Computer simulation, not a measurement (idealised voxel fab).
This is a process module. Its name is voxel self aligned vias.
Xsec cut, 280 nm wide, square cell size 5 nm.
How to read a cross-section here: the picture is a grid of square cells, written as bands going from the top down, and any band can span one or more rows of cells.
The band entry comprises the height of the band's top followed by the height of its bottom, expressed in nm, and subsequently the band's materials from left to right, each stated together with its width in nm. Where a single material is marked with the word "all across", that material fills the band from edge to edge. The word "blank" represents empty space.
For the purposes of this specification, 0 denotes the height below which the wafer in its as-received condition is composed wholly of one material, and the lowermost band, lacking a lower limit, extends downward without end, as expressed in "0 -> down".
Read "30->40" as a graded width: first number on top, second number at the bottom, same change between each pair of neighbouring rows.
"nothing altered" (step): cross-section cells unchanged, all of them.
"Sealed internal cavities": sealed empty spaces, 8 cells or more, no open way to top, listed width x height at distance, with distance from the left edge and width, height and distance in nm.
Heads up: the bit after the settings on a step's line is the simulator's remark on that step.
"overlay nm" denotes, for a step that has a mask, the displacement of the mask to the right of its planned place, with negative values corresponding to the left.
[Process steps foreseen in the plan]
1: op RECEIVE | material Si
2: op CONFORMAL_DEP | material SiO2 | thk nm 15
3: op CONFORMAL_DEP | material SiCN | thk nm 5
4: op DIRECTIONAL_DEP | material SiO2 | thk nm 25
5: op DIRECTIONAL_DEP | material aC | thk nm 10
6: op PATTERN | tone open | mask id LINES | material resist | width nm 30 | pitch nm 60 | thk nm 25 | overlay nm 0
7: op DIRECTIONAL_ETCH | etch materials aC | depth nm 10
8: op STRIP | etch materials resist
9: op DIRECTIONAL_ETCH | etch materials SiO2 | depth nm 25
10: op STRIP | etch materials aC
11: op CONFORMAL_DEP | material TiN | thk nm 5
12: op FILL_DEP | material Ru | thk nm 10
13: op CMP | height nm 45
14: op SELECTIVE_ETCH | etch materials W Ru TiN | depth nm 5
15: op FILL_DEP | material SiN | thk nm 10
16: op CMP | height nm 45
17: op DIRECTIONAL_DEP | material SiO2 | thk nm 20
18: op DIRECTIONAL_DEP | material aC | thk nm 15
19: op PATTERN | tone open | mask id VIAS | material resist | width nm 40 | pitch nm 120 | thk nm 35 | overlay nm 0
20: op DIRECTIONAL_ETCH | etch materials aC | depth nm 15
21: op STRIP | etch materials resist
22: op DIRECTIONAL_ETCH | etch materials SiO2 | depth nm 20
23: op DIRECTIONAL_ETCH | etch materials SiN | depth nm 5
24: op STRIP | etch materials aC
25: op CONFORMAL_DEP | material TiN | thk nm 5
26: op FILL_DEP | material Ru | thk nm 5
27: op CMP | height nm 65
28: op CONFORMAL_DEP | material SiCN | thk nm 5
[Cross-section of the incoming wafer, state after step 1]
- 0 -> down  Si all across
- Sealed internal cavities: none
[First of two wafers, end-of-module section, run followed plan]
- 70 -> 65  SiCN all across
- 65 -> 50  60 nm SiO2, 5 nm TiN, 30 nm Ru, 5 nm TiN, 80 nm SiO2, 5 nm TiN, 30 nm Ru, 5 nm TiN, 60 nm SiO2
- 50 -> 45  60 nm SiO2, 10 nm TiN, 20 nm Ru, 10 nm TiN, 80 nm SiO2, 10 nm TiN, 20 nm Ru, 10 nm TiN, 60 nm SiO2
- 45 -> 40  65 nm SiO2, 30 nm TiN, 30 nm SiO2, 30 nm SiN, 30 nm SiO2, 30 nm TiN, 65 nm SiO2
- 40 -> 25  65 nm SiO2, 5 nm TiN, 20 nm Ru, 5 nm TiN, 30 nm SiO2, 5 nm TiN, 20 nm Ru, 5 nm TiN, 30 nm SiO2, 5 nm TiN, 20 nm Ru, 5 nm TiN, 65 nm SiO2
- 25 -> 20  65 nm SiO2, 30 nm TiN, 30 nm SiO2, 30 nm TiN, 30 nm SiO2, 30 nm TiN, 65 nm SiO2
- 20 -> 15  SiCN all across
- 15 -> 0  SiO2 all across
- 0 -> down  Si all across
- Sealed internal cavities: none
[Presented here is a cross-section of the second of the two wafers as it stood at the end of the module. It was started in the same manner and assigned the same plan as the first wafer; however, one mistake was made in its execution]
- 70 -> 65  SiCN all across
- 65 -> 45  60 nm SiO2, 5 nm TiN, 30 nm Ru, 5 nm TiN, 80 nm SiO2, 5 nm TiN, 30 nm Ru, 5 nm TiN, 60 nm SiO2
- 45 -> 40  60 nm SiN, 40 nm TiN, 80 nm SiN, 40 nm TiN, 60 nm SiN
- 40 -> 20  65 nm SiO2, 5 nm TiN, 20 nm Ru, 5 nm TiN, 30 nm SiO2, 5 nm TiN, 20 nm Ru, 5 nm TiN, 30 nm SiO2, 5 nm TiN, 20 nm Ru, 5 nm TiN, 65 nm SiO2
- 20 -> 15  65 nm SiO2, 30 nm TiN, 30 nm SiO2, 30 nm TiN, 30 nm SiO2, 30 nm TiN, 65 nm SiO2
- 15 -> 10  SiCN all across
- 10 -> 0  SiO2 all across
- 0 -> down  Si all across
- Sealed internal cavities: none
The mistake made against the process plan was this: not per plan at step 2, really ran op CONFORMAL_DEP | material SiO2 | thk nm 10
Per the end-of-run cell counts, the second wafer holds more or fewer of some materials than the first: +16 Ru | +34 SiN | -56 SiO2 | +6 TiN
